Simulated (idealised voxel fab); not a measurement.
Title: Process Module voxel quadruple lines
The cross-section shown here is cut; it is 175 nm wide and divided into square cells measuring 5 nm on a side.
Heads up, the way a cross-section reads in here is a grid of square cells, handed over as bands from the top down, with every band being one or more rows of cells. Quick guide to a band line: top height, bottom height (nm) up front; then every material left to right with its width in nm. Only one material and it's marked "edge to edge"? Then it fills the band edge to edge. And "air" just means empty space. Ref level 0: as-received wafer is one material below here. Bottom band extends down with no lower bound ("0 down"). So if you see something like "30 to 40" for the width, read it as the top row of the band sitting at the first number and the bottom row at the second, with every row in between moving by the same amount as the last. Key: "nothing different" - step with no changed cell in the cross-section. Under "Closed empty spaces" you'll find the enclosed gaps, the ones with no way out to the top, that are 8 cells or bigger; each reads width x height at distance, with distance counted from the left edge, everything in nm. Post-settings text on a step line: simulator's own remark regarding the step. overlay nm: how far to the right of its planned place the mask lay on this masked step (negative: to the left).
PROCESS STEPS - PLAN
1: RECEIVE: material Si
2: CONFORMAL_DEP: material SiO2, thk nm 5
3: DIRECTIONAL_DEP: material W, thk nm 15
4: DIRECTIONAL_DEP: material polySi, thk nm 15
5: DIRECTIONAL_DEP: material aC, thk nm 20
6: PATTERN: tone cover, mask id MANDREL, material resist, width nm 25, thk nm 30, overlay nm 0
7: DIRECTIONAL_ETCH: etch materials aC, depth nm 20
8: STRIP: etch materials resist
9: CONFORMAL_DEP: material SiO2, thk nm 15
10: DIRECTIONAL_ETCH: etch materials SiO2, depth nm 15
11: STRIP: etch materials aC
12: DIRECTIONAL_ETCH: etch materials polySi, depth nm 15
13: STRIP: etch materials SiO2
14: CONFORMAL_DEP: material SiCN, thk nm 5
15: DIRECTIONAL_ETCH: etch materials SiCN, depth nm 5
16: STRIP: etch materials polySi
17: DIRECTIONAL_ETCH: etch materials W, depth nm 15
18: STRIP: etch materials SiCN
19: FILL_DEP: material SiO2, thk nm 5
20: CMP: height nm 20
FIRST WAFER, TWO IN TOTAL, RUN AS PLANNED
AS RECEIVED, AFTER STEP 1
- 0 down | Si edge to edge
- Closed empty spaces: none
SECTIONAL VIEW: WAFER, AFTER STEP 2
- 5 to 0 | SiO2 edge to edge
- For the remainder of the cross-section, below 0, there is no change.
SECTIONAL VIEW: WAFER, AFTER STEP 3
- 20 to 5 | W edge to edge
- For the remainder of the cross-section, below 5, there is no change.
SECTIONAL VIEW: WAFER, AFTER STEP 4
- 35 to 20 | polySi edge to edge
- For the remainder of the cross-section, below 20, there is no change.
SECTIONAL VIEW: WAFER, AFTER STEP 5
- 55 to 35 | aC edge to edge
- For the remainder of the cross-section, below 35, there is no change.
SECTIONAL VIEW: WAFER, AFTER STEP 6
- 85 to 55 | air=75 / resist=25 / air=75
- For the remainder of the cross-section, below 55, there is no change.
SECTIONAL VIEW: WAFER, AFTER STEP 7
- 65 to 55 | air=75 / resist=25 / air=75
- 55 to 35 | air=75 / aC=25 / air=75
- For the remainder of the cross-section, below 35, there is no change.
SECTIONAL VIEW: WAFER, AFTER STEP 8
- 55 to 35 | air=75 / aC=25 / air=75
- For the remainder of the cross-section, below 35, there is no change.
SECTIONAL VIEW: WAFER, AFTER STEP 9
- 70 to 55 | air=60 / SiO2=55 / air=60
- 55 to 50 | air=60 / SiO2=15 / aC=25 / SiO2=15 / air=60
- 50 to 35 | SiO2=75 / aC=25 / SiO2=75
- For the remainder of the cross-section, below 35, there is no change.
SECTIONAL VIEW: WAFER, AFTER STEP 10
- 55 to 35 | air=60 / SiO2=15 / aC=25 / SiO2=15 / air=60
- For the remainder of the cross-section, below 35, there is no change.
SECTIONAL VIEW: WAFER, AFTER STEP 11
- 55 to 35 | air=60 / SiO2=15 / air=25 / SiO2=15 / air=60
- For the remainder of the cross-section, below 35, there is no change.
SECTIONAL VIEW: WAFER, AFTER STEP 12
- 55 to 35 | air=60 / SiO2=15 / air=25 / SiO2=15 / air=60
- 35 to 20 | air=60 / polySi=15 / air=25 / polySi=15 / air=60
- For the remainder of the cross-section, below 20, there is no change.
SECTIONAL VIEW: WAFER, AFTER STEP 13
- 35 to 20 | air=60 / polySi=15 / air=25 / polySi=15 / air=60
- For the remainder of the cross-section, below 20, there is no change.
SECTIONAL VIEW: WAFER, AFTER STEP 14
- 40 to 35 | air=55 / SiCN=25 / air=15 / SiCN=25 / air=55
- 35 to 25 | air=55 / SiCN=5 / polySi=15 / SiCN=5 / air=15 / SiCN=5 / polySi=15 / SiCN=5 / air=55
- 25 to 20 | SiCN=60 / polySi=15 / SiCN=25 / polySi=15 / SiCN=60
- For the remainder of the cross-section, below 20, there is no change.
SECTIONAL VIEW: WAFER, AFTER STEP 15
- 35 to 20 | air=55 / SiCN=5 / polySi=15 / SiCN=5 / air=15 / SiCN=5 / polySi=15 / SiCN=5 / air=55
- For the remainder of the cross-section, below 20, there is no change.
SECTIONAL VIEW: WAFER, AFTER STEP 16
- 35 to 20 | air=55 / SiCN=5 / air=15 / SiCN=5 / air=15 / SiCN=5 / air=15 / SiCN=5 / air=55
- For the remainder of the cross-section, below 20, there is no change.
SECTIONAL VIEW: WAFER, AFTER STEP 17
- 35 to 20 | air=55 / SiCN=5 / air=15 / SiCN=5 / air=15 / SiCN=5 / air=15 / SiCN=5 / air=55
- 20 to 5 | air=55 / W=5 / air=15 / W=5 / air=15 / W=5 / air=15 / W=5 / air=55
- For the remainder of the cross-section, below 5, there is no change.
SECTIONAL VIEW: WAFER, AFTER STEP 18
- 20 to 5 | air=55 / W=5 / air=15 / W=5 / air=15 / W=5 / air=15 / W=5 / air=55
- For the remainder of the cross-section, below 5, there is no change.
SECTIONAL VIEW: WAFER, AFTER STEP 19
- 25 to 20 | SiO2 edge to edge
- 20 to 5 | SiO2=55 / W=5 / SiO2=15 / W=5 / SiO2=15 / W=5 / SiO2=15 / W=5 / SiO2=55
- For the remainder of the cross-section, below 5, there is no change.
SECTIONAL VIEW: WAFER, AFTER STEP 20
- 20 to 5 | SiO2=55 / W=5 / SiO2=15 / W=5 / SiO2=15 / W=5 / SiO2=15 / W=5 / SiO2=55
- For the remainder of the cross-section, below 5, there is no change.
THE SECOND WAFER BEGAN EXACTLY AS THE FIRST DID AND FOLLOWED THE SAME PLAN, BUT ONE MISTAKE WAS MADE WHILE RUNNING IT; THROUGH STEP 2 INCLUSIVE, THE TWO WAFERS ARE IDENTICAL
CROSS-SECTION OF THE SECOND WAFER AT THE TIME STEP 3 OF THE PLAN SHOULD HAVE ENDED
- 20 to 5 | polySi edge to edge
- For the remainder of the cross-section, below 5, there is no change.
CROSS-SECTION OF THE SECOND WAFER AT THE TIME STEP 4 OF THE PLAN SHOULD HAVE ENDED
- 35 to 20 | W edge to edge
- For the remainder of the cross-section, below 20, there is no change.
CROSS-SECTION OF THE SECOND WAFER AT THE TIME STEP 5 OF THE PLAN SHOULD HAVE ENDED
- 55 to 35 | aC edge to edge
- For the remainder of the cross-section, below 35, there is no change.
CROSS-SECTION OF THE SECOND WAFER AT THE TIME STEP 6 OF THE PLAN SHOULD HAVE ENDED
- 85 to 55 | air=75 / resist=25 / air=75
- For the remainder of the cross-section, below 55, there is no change.
CROSS-SECTION OF THE SECOND WAFER AT THE TIME STEP 7 OF THE PLAN SHOULD HAVE ENDED
- 65 to 55 | air=75 / resist=25 / air=75
- 55 to 35 | air=75 / aC=25 / air=75
- For the remainder of the cross-section, below 35, there is no change.
CROSS-SECTION OF THE SECOND WAFER AT THE TIME STEP 8 OF THE PLAN SHOULD HAVE ENDED
- 55 to 35 | air=75 / aC=25 / air=75
- For the remainder of the cross-section, below 35, there is no change.
CROSS-SECTION OF THE SECOND WAFER AT THE TIME STEP 9 OF THE PLAN SHOULD HAVE ENDED
- 70 to 55 | air=60 / SiO2=55 / air=60
- 55 to 50 | air=60 / SiO2=15 / aC=25 / SiO2=15 / air=60
- 50 to 35 | SiO2=75 / aC=25 / SiO2=75
- For the remainder of the cross-section, below 35, there is no change.
CROSS-SECTION OF THE SECOND WAFER AT THE TIME STEP 10 OF THE PLAN SHOULD HAVE ENDED
- 55 to 35 | air=60 / SiO2=15 / aC=25 / SiO2=15 / air=60
- For the remainder of the cross-section, below 35, there is no change.
CROSS-SECTION OF THE SECOND WAFER AT THE TIME STEP 11 OF THE PLAN SHOULD HAVE ENDED
- 55 to 35 | air=60 / SiO2=15 / air=25 / SiO2=15 / air=60
- For the remainder of the cross-section, below 35, there is no change.
Cross-section of the second wafer at the time step 12 of the plan should have ended: nothing different
CROSS-SECTION OF THE SECOND WAFER AT THE TIME STEP 13 OF THE PLAN SHOULD HAVE ENDED
- 35 to 20 | W edge to edge
- For the remainder of the cross-section, below 20, there is no change.
CROSS-SECTION OF THE SECOND WAFER AT THE TIME STEP 14 OF THE PLAN SHOULD HAVE ENDED
- 40 to 35 | SiCN edge to edge
- For the remainder of the cross-section, below 35, there is no change.
CROSS-SECTION OF THE SECOND WAFER AT THE TIME STEP 15 OF THE PLAN SHOULD HAVE ENDED
- 35 to 20 | W edge to edge
- For the remainder of the cross-section, below 20, there is no change.
Cross-section of the second wafer at the time step 16 of the plan should have ended: nothing different
CROSS-SECTION OF THE SECOND WAFER AT THE TIME STEP 17 OF THE PLAN SHOULD HAVE ENDED
- 20 to 5 | polySi edge to edge
- For the remainder of the cross-section, below 5, there is no change.
Cross-section of the second wafer at the time step 18 of the plan should have ended: nothing different
CROSS-SECTION OF THE SECOND WAFER AT THE TIME STEP 19 OF THE PLAN SHOULD HAVE ENDED
- 25 to 20 | SiO2 edge to edge
- For the remainder of the cross-section, below 20, there is no change.
CROSS-SECTION OF THE SECOND WAFER AT THE TIME STEP 20 OF THE PLAN SHOULD HAVE ENDED
- 20 to 5 | polySi edge to edge
- For the remainder of the cross-section, below 5, there is no change.
Here's what went sideways: steps 3 and 4 swapped
FYI, end of process, the second wafer has more or fewer cells of some materials than the first: SiO2 -93; W -12; polySi +105
